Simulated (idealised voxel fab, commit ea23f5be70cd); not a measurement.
process module | voxel wiring stack
cross-section cut | 245 nm wide | cells 5 nm
A cross-section is a grid of square cells, given in bands from the top down. A band is one or more rows of cells.
Each band's line starts with the height of the band's top and of its bottom, in nm. Then come its materials from left to right, each with its width in nm. One material with "throughout" fills the band from edge to edge. "air" is empty space.
Height 0 is the level under which the wafer as received is all one material. The lowest band goes on downwards, as in "0 down".
A width such as "30 to 40" changes by the same amount from each row of cells to the next, from the band's top row to its bottom row.
"no change" after a step means that no cell of the cross-section changed.
closed voids: empty space of 8 cells or more with no open way to the top, each as width x height at its distance from the left edge, in nm
after a step's settings: what the simulator itself notes on the step
overlay nm, on a step with a mask: how far to the right of its planned place the mask lay; to the left if negative
plan
1 op RECEIVE | material Si
2 op CONFORMAL_DEP | material SiO2 | thk nm 10
3 op CONFORMAL_DEP | material SiCN | thk nm 5
4 op DIRECTIONAL_DEP | material lowk | thk nm 20
5 op PATTERN | tone open | mask id METAL_1 | material resist | width nm 25 | pitch nm 55 | thk nm 20 | overlay nm 0
6 op DIRECTIONAL_ETCH | etch materials lowk | depth nm 20
7 op DIRECTIONAL_ETCH | etch materials SiCN | depth nm 5
8 op STRIP | etch materials resist
9 op CONFORMAL_DEP | material TiN | thk nm 5
10 op FILL_DEP | material W | thk nm 10
11 op CMP | height nm 35
12 op CONFORMAL_DEP | material SiCN | thk nm 5
13 op DIRECTIONAL_DEP | material lowk | thk nm 35
14 op PATTERN | tone open | mask id METAL_2 | material resist | width nm 25 | pitch nm 55 | thk nm 15 | overlay nm 0
15 op DIRECTIONAL_ETCH | etch materials lowk | depth nm 20
16 op STRIP | etch materials resist
17 op PATTERN | tone open | mask id METAL_2_HOLES | material resist | width nm 15 | pitch nm 110 | thk nm 20 | overlay nm 0
18 op DIRECTIONAL_ETCH | etch materials lowk | depth nm 15
19 op DIRECTIONAL_ETCH | etch materials SiCN | depth nm 5
20 op STRIP | etch materials resist
21 op CONFORMAL_DEP | material TiN | thk nm 5
22 op FILL_DEP | material Cu | thk nm 5
23 op CMP | height nm 75
24 op CONFORMAL_DEP | material SiN | thk nm 5
as received, after step 1
  0 down: Si throughout
  closed voids: none
first wafer at the end, as planned
  80 to 75: SiN throughout
  75 to 60: lowk 25 | TiN 5 | Cu 15 | TiN 5 | lowk 30 | TiN 5 | Cu 15 | TiN 5 | lowk 30 | TiN 5 | Cu 15 | TiN 5 | lowk 30 | TiN 5 | Cu 15 | TiN 5 | lowk 30
  60 to 55: lowk 25 | TiN 5 | Cu 5 | TiN 15 | lowk 30 | TiN 25 | lowk 30 | TiN 5 | Cu 5 | TiN 15 | lowk 30 | TiN 25 | lowk 30
  55 to 40: lowk 25 | TiN 5 | Cu 5 | TiN 5 | lowk 95 | TiN 5 | Cu 5 | TiN 5 | lowk 95
  40 to 35: SiCN 25 | TiN 15 | SiCN 95 | TiN 15 | SiCN 95
  35 to 15: lowk 25 | TiN 5 | W 15 | TiN 5 | lowk 30 | TiN 5 | W 15 | TiN 5 | lowk 30 | TiN 5 | W 15 | TiN 5 | lowk 30 | TiN 5 | W 15 | TiN 5 | lowk 30
  15 to 10: SiCN 25 | TiN 25 | SiCN 30 | TiN 25 | SiCN 30 | TiN 25 | SiCN 30 | TiN 25 | SiCN 30
  10 to 0: SiO2 throughout
  0 down: Si throughout
  closed voids: none
second wafer at the end: like start, like plan, one mistake
  80 to 75: SiN throughout
  75 to 70: SiCN 25 | TiN 15 | SiCN 95 | TiN 15 | SiCN 95
  70 to 35: lowk throughout
  35 to 15: lowk 25 | TiN 5 | W 15 | TiN 5 | lowk 30 | TiN 5 | W 15 | TiN 5 | lowk 30 | TiN 5 | W 15 | TiN 5 | lowk 30 | TiN 5 | W 15 | TiN 5 | lowk 30
  15 to 10: SiCN 25 | TiN 25 | SiCN 30 | TiN 25 | SiCN 30 | TiN 25 | SiCN 30 | TiN 25 | SiCN 30
  10 to 0: SiO2 throughout
  0 down: Si throughout
  closed voids: none
what went wrong: steps 12 and 13 were swapped
at the end the second wafer has, in cells: 44 fewer of Cu | 54 fewer of TiN | 98 more of lowk
